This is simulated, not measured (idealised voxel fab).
Process module under the name voxel released beams
Cross-section cut: width 245 nm, square cells of 5 nm.
For the purposes of this document, a cross-section shall be understood as a grid of square cells, specified as bands listed in top-to-bottom order, each band consisting of one or more rows of cells. Each band's line starts with the height of the band's top and of its bottom, in nm. Then come its materials from left to right, each with its width in nm. One material with "everywhere" fills the band from edge to edge. "empty" is empty space. Height 0 is the level under which the wafer as received is all one material. The lowest band goes on downwards, as in "0..down". Read "30 to 40" as a graded width: first number on top, second number at the bottom, same change between each pair of neighbouring rows. Take "nothing different" at face value: in the step it is given for, the cross-section changed in none of its cells. In "Enclosed cavity list" the enclosed voids are listed, meaning empty spaces of 8 cells or larger without any opening to the top. The form is width x height at distance, distance from the left edge, units nm. On each step's line, the part that comes after the settings is the simulator's own comment on the step. overlay nm: how far to the right of its planned place the mask lay on this masked step (negative: to the left).

[Listed below are the process steps as planned]
1 RECEIVE: material Si
2 CONFORMAL_DEP: material SiN, thk nm 10
3 DIRECTIONAL_DEP: material SiO2, thk nm 15
4 PATTERN: tone open, mask id ANCHOR, material resist, width nm 45, thk nm 15, overlay nm 0
5 DIRECTIONAL_ETCH: etch materials SiO2, depth nm 15
6 STRIP: etch materials resist
7 CONFORMAL_DEP: material TiN, thk nm 15
8 PATTERN: tone cover, mask id BEAM, material resist, width nm 95, thk nm 15, overlay nm 0
9 DIRECTIONAL_ETCH: etch materials TiN, depth nm 15
10 STRIP: etch materials resist
11 STRIP: etch materials SiO2

[first wafer, as planned]

[Wafer cross-section on receipt, i.e. after step 1]
> 0..down = Si everywhere
> Enclosed cavity list: none

[State of the wafer after step 2, shown in cross-section]
> 10..0 = SiN everywhere
> Whatever lies below 0 is exactly as it was before.

[State of the wafer after step 3, shown in cross-section]
> 25..10 = SiO2 everywhere
> Whatever lies below 10 is exactly as it was before.

[State of the wafer after step 4, shown in cross-section]
> 40..25 = resist (75), then empty (45), then resist (125)
> Whatever lies below 25 is exactly as it was before.

[State of the wafer after step 5, shown in cross-section]
> 40..25 = resist (75), then empty (45), then resist (125)
> 25..10 = SiO2 (75), then empty (45), then SiO2 (125)
> Whatever lies below 10 is exactly as it was before.

[State of the wafer after step 6, shown in cross-section]
> 25..10 = SiO2 (75), then empty (45), then SiO2 (125)
> Whatever lies below 10 is exactly as it was before.

[State of the wafer after step 7, shown in cross-section]
> 40..25 = TiN (90), then empty (15), then TiN (140)
> 25..10 = SiO2 (75), then TiN (45), then SiO2 (125)
> Whatever lies below 10 is exactly as it was before.

[State of the wafer after step 8, shown in cross-section]
> 55..40 = empty (70), then resist (95), then empty (80)
> 40..25 = TiN (90), then resist (15), then TiN (140)
> Whatever lies below 25 is exactly as it was before.

[State of the wafer after step 9, shown in cross-section]
> 55..40 = empty (70), then resist (95), then empty (80)
> 40..25 = empty (70), then TiN (20), then resist (15), then TiN (60), then empty (80)
> Whatever lies below 25 is exactly as it was before.

[State of the wafer after step 10, shown in cross-section]
> 40..25 = empty (70), then TiN (20), then empty (15), then TiN (60), then empty (80)
> Whatever lies below 25 is exactly as it was before.

[State of the wafer after step 11, shown in cross-section]
> 40..25 = empty (70), then TiN (20), then empty (15), then TiN (60), then empty (80)
> 25..10 = empty (75), then TiN (45), then empty (125)
> Whatever lies below 10 is exactly as it was before.

[Second wafer - shared start and plan with the first - one error in running - same as the first up to step 1 inclusive]

[Cross-section: second wafer, time at which step 2 was scheduled to end]
> 15..0 = SiO2 everywhere
> Whatever lies below 0 is exactly as it was before.

[Cross-section: second wafer, time at which step 3 was scheduled to end]
> 25..15 = SiN everywhere
> Whatever lies below 15 is exactly as it was before.

[Cross-section: second wafer, time at which step 4 was scheduled to end]
> 40..25 = resist (75), then empty (45), then resist (125)
> Whatever lies below 25 is exactly as it was before.

Cross-section: second wafer, time at which step 5 was scheduled to end: nothing different

[Cross-section: second wafer, time at which step 6 was scheduled to end]
> 25..15 = SiN everywhere
> Whatever lies below 15 is exactly as it was before.

[Cross-section: second wafer, time at which step 7 was scheduled to end]
> 40..25 = TiN everywhere
> Whatever lies below 25 is exactly as it was before.

[Cross-section: second wafer, time at which step 8 was scheduled to end]
> 55..40 = empty (70), then resist (95), then empty (80)
> Whatever lies below 40 is exactly as it was before.

[Cross-section: second wafer, time at which step 9 was scheduled to end]
> 55..40 = empty (70), then resist (95), then empty (80)
> 40..25 = empty (70), then TiN (95), then empty (80)
> Whatever lies below 25 is exactly as it was before.

[Cross-section: second wafer, time at which step 10 was scheduled to end]
> 40..25 = empty (70), then TiN (95), then empty (80)
> Whatever lies below 25 is exactly as it was before.

Cross-section: second wafer, time at which step 11 was scheduled to end: nothing different
Diagnosis: plan steps 2 and 3 run swapped
At the finish, the second wafer shows more or fewer cells for some materials than the first does: 147 more of SiO2; 18 fewer of TiN
